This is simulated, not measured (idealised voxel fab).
Process module name: voxel fin reveal
We display cut, a cross-section 210 nm in width whose square cells are each 5 nm.
Just so we're on the same page, the cross-sections are grids of square cells, and they're listed out in bands top to bottom, each band one or more rows deep.
Each band's line starts with the height of the band's top and of its bottom, in nm. Then come its materials from left to right, each with its width in nm. One material with "all across" fills the band from edge to edge. "air" is empty space.
Zero point of the height axis is 0; under it, received wafer = one material. Lowest band: continues down indefinitely, "top 0, no bottom".
A width given as "30->40" starts at the first number in the band's top row and ends at the second number in its bottom row, shifting by an equal amount at every step from row to row.
The designation "remained unchanged", where it is given for a processing step, indicates that no cell of the cross-section was altered in the course of that step.
In "Enclosed void listing" the enclosed voids are listed, meaning empty spaces of 8 cells or larger without any opening to the top. The form is width x height at distance, distance from the left edge, units nm.
It should be noted that, on the line of a given step, the content following the step's settings is a remark produced by the simulator itself with respect to that step.
overlay nm: right-of-plan distance of the mask on a masked step; negative values mean left-of-plan.
-- Process steps - plan
step 1: RECEIVE [material Si]
step 2: CONFORMAL_DEP [material SiN] [thk nm 10]
step 3: MASKED_ETCH [tone cover] [mask id FINS] [width nm 15] [pitch nm 40] [etch materials SiN] [depth nm 10] [overlay nm 0]
step 4: MASKED_ETCH [tone cover] [mask id FINS] [width nm 15] [pitch nm 40] [etch materials Si] [depth nm 40] [overlay nm 0]
step 5: FILL_DEP [material SiO2] [thk nm 10]
step 6: CMP [height nm 10]
step 7: SELECTIVE_ETCH [etch materials SiO2] [depth nm 35]
step 8: STRIP [etch materials SiN]
-- Concerning the first of two wafers, which was run in accordance with the plan
-- Received-state cross-section, reflecting completion of step 1
	top 0, no bottom = Si all across
	Enclosed void listing: none
-- State of the wafer after step 2, shown in cross-section
	top 10, bottom 0 = SiN all across
	Note: structure below 0 unchanged.
-- State of the wafer after step 3, shown in cross-section
	top 10, bottom 0 = 75 nm air | 15 nm SiN | 25 nm air | 15 nm SiN | 80 nm air
	Note: structure below 0 unchanged.
-- State of the wafer after step 4, shown in cross-section
	top 10, bottom 0 = 75 nm air | 15 nm SiN | 25 nm air | 15 nm SiN | 80 nm air
	top 0, bottom -40 = 75 nm air | 15 nm Si | 25 nm air | 15 nm Si | 80 nm air
	Note: structure below -40 unchanged.
-- State of the wafer after step 5, shown in cross-section
	top 20, bottom 10 = SiO2 all across
	top 10, bottom 0 = 75 nm SiO2 | 15 nm SiN | 25 nm SiO2 | 15 nm SiN | 80 nm SiO2
	top 0, bottom -40 = 75 nm SiO2 | 15 nm Si | 25 nm SiO2 | 15 nm Si | 80 nm SiO2
	Note: structure below -40 unchanged.
-- State of the wafer after step 6, shown in cross-section
	top 10, bottom 0 = 75 nm SiO2 | 15 nm SiN | 25 nm SiO2 | 15 nm SiN | 80 nm SiO2
	Note: structure below 0 unchanged.
-- State of the wafer after step 7, shown in cross-section
	top 10, bottom 0 = 75 nm air | 15 nm SiN | 25 nm air | 15 nm SiN | 80 nm air
	top 0, bottom -25 = 75 nm air | 15 nm Si | 25 nm air | 15 nm Si | 80 nm air
	Note: structure below -25 unchanged.
-- State of the wafer after step 8, shown in cross-section
	top 0, bottom -25 = 75 nm air | 15 nm Si | 25 nm air | 15 nm Si | 80 nm air
	Note: structure below -25 unchanged.
-- Notes, second wafer: start = first wafer's, plan = first wafer's, execution had one mistake; history identical to first through step 3
-- Cross-sectional representation of the second wafer at the time designated in the plan for the completion of step 4
	top 10, bottom 0 = 75 nm air | 15 nm SiN | 25 nm air | 15 nm SiN | 80 nm air
	top 0, bottom -50 = 75 nm air | 15 nm Si | 25 nm air | 15 nm Si | 80 nm air
	Note: structure below -50 unchanged.
-- Cross-sectional representation of the second wafer at the time designated in the plan for the completion of step 5
	top 20, bottom 10 = SiO2 all across
	top 10, bottom 0 = 75 nm SiO2 | 15 nm SiN | 25 nm SiO2 | 15 nm SiN | 80 nm SiO2
	top 0, bottom -50 = 75 nm SiO2 | 15 nm Si | 25 nm SiO2 | 15 nm Si | 80 nm SiO2
	Note: structure below -50 unchanged.
-- Cross-sectional representation of the second wafer at the time designated in the plan for the completion of step 6
	top 10, bottom 0 = 75 nm SiO2 | 15 nm SiN | 25 nm SiO2 | 15 nm SiN | 80 nm SiO2
	Note: structure below 0 unchanged.
-- Cross-sectional representation of the second wafer at the time designated in the plan for the completion of step 7
	top 10, bottom 0 = 75 nm air | 15 nm SiN | 25 nm air | 15 nm SiN | 80 nm air
	top 0, bottom -25 = 75 nm air | 15 nm Si | 25 nm air | 15 nm Si | 80 nm air
	Note: structure below -25 unchanged.
-- Cross-sectional representation of the second wafer at the time designated in the plan for the completion of step 8
	top 0, bottom -25 = 75 nm air | 15 nm Si | 25 nm air | 15 nm Si | 80 nm air
	Note: structure below -25 unchanged.
Nonconformance to the process plan: it should be noted that step 4 was executed with settings other than those planned, the operation and settings actually applied being MASKED_ETCH [tone cover] [mask id FINS] [width nm 15] [pitch nm 40] [etch materials Si] [depth nm 50] [overlay nm 0]
Cell-count delta at end, second wafer over first, by material: Si: 72 fewer; SiO2: 72 more
